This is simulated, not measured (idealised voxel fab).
The following is a process module called voxel double patterning.
In the cross-section labelled cut, the width is 210 nm and each square cell is 5 nm.
This document writes a cross-section as a grid whose cells are square, and gives it as bands, listed from the top down; one or more rows of cells form a band.
In this notation a band is specified by the heights of its top and bottom, in that order and in nm, after which its materials appear from left to right, each paired with its width in nm. The word "all across" attached to a single material means that material fills the band from edge to edge; the word "empty" stands for empty space.
Where do heights start? At 0: under that level the wafer as delivered is made of one material only. And the lowest band has no floor; it just carries on downward, as in "0 down".
Per-row width for "30..40": begins at first number (top row of band), ends at second number (bottom row), increment between rows held constant.
Any step labelled "no alterations made" changed none of the cells in the cross-section.
In "Enclosed internal cavities" the enclosed voids are listed, meaning empty spaces of 8 cells or larger without any opening to the top. The form is width x height at distance, distance from the left edge, units nm.
If you see something after the settings on a step's line, that's the simulator's own remark about that step.
On any step carrying a mask, the "overlay nm" setting, if present on the step's line, tells how far right of its planned place the mask lay; negative values point to the left.
-- This section lists the process steps that were planned
| 1 | RECEIVE [material Si] |
| 2 | CONFORMAL_DEP [material SiO2] [thk nm 10] |
| 3 | DIRECTIONAL_DEP [material polySi] [thk nm 10] |
| 4 | DIRECTIONAL_DEP [material SiN] [thk nm 5] |
| 5 | PATTERN [tone open] [mask id FIRST] [material resist] [width nm 15] [pitch nm 50] [thk nm 15] [overlay nm 0] |
| 6 | DIRECTIONAL_ETCH [etch materials SiN] [depth nm 5] |
| 7 | STRIP [etch materials resist] |
| 8 | DIRECTIONAL_DEP [material aC] [thk nm 10] |
| 9 | PATTERN [tone open] [mask id SECOND] [material resist] [width nm 15] [pitch nm 50] [thk nm 25] [overlay nm 0] |
| 10 | DIRECTIONAL_ETCH [etch materials aC] [depth nm 10] |
| 11 | STRIP [etch materials resist] |
| 12 | DIRECTIONAL_ETCH [etch materials SiN] [depth nm 5] |
| 13 | STRIP [etch materials aC] |
| 14 | DIRECTIONAL_ETCH [etch materials polySi] [depth nm 5] |
| 15 | STRIP [etch materials SiN] |
The plan's step 14 depth nm is the first wafer's value; the wafers differ in this setting and start identical.
-- The first of several wafers as received, shown in cross-section; this is its state after step 1
- 0 down  Si all across
- Enclosed internal cavities: none
-- First of several wafers in cross-section at module end, following the final step, step 15
- 20 to 15  polySi 45 nm | empty 15 nm | polySi 10 nm | empty 15 nm | polySi 10 nm | empty 15 nm | polySi 10 nm | empty 15 nm | polySi 10 nm | empty 15 nm | polySi 50 nm
- 15 to 10  polySi all across
- 10 to 0  SiO2 all across
- 0 down  Si all across
- Enclosed internal cavities: none
-- A cross-section through the last wafer at the close of the module
- 20 to 10  polySi 45 nm | empty 15 nm | polySi 10 nm | empty 15 nm | polySi 10 nm | empty 15 nm | polySi 10 nm | empty 15 nm | polySi 10 nm | empty 15 nm | polySi 50 nm
- 10 to 0  SiO2 all across
- 0 down  Si all across
- Enclosed internal cavities: none
-- Below is a per-wafer table. In it, each row describes the wafer at the end of the module by giving, for each material, the number of cells gained (+) or lost (-) since the wafer was received, and after that the closed voids of the wafer
depth nm 5; +84 SiO2; +69 polySi; Enclosed internal cavities: none
depth nm 10; +84 SiO2; +54 polySi; Enclosed internal cavities: none
depth nm 15; +84 SiO2; +54 polySi; Enclosed internal cavities: none
depth nm 20; +84 SiO2; +54 polySi; Enclosed internal cavities: none
depth nm 25; +84 SiO2; +54 polySi; Enclosed internal cavities: none
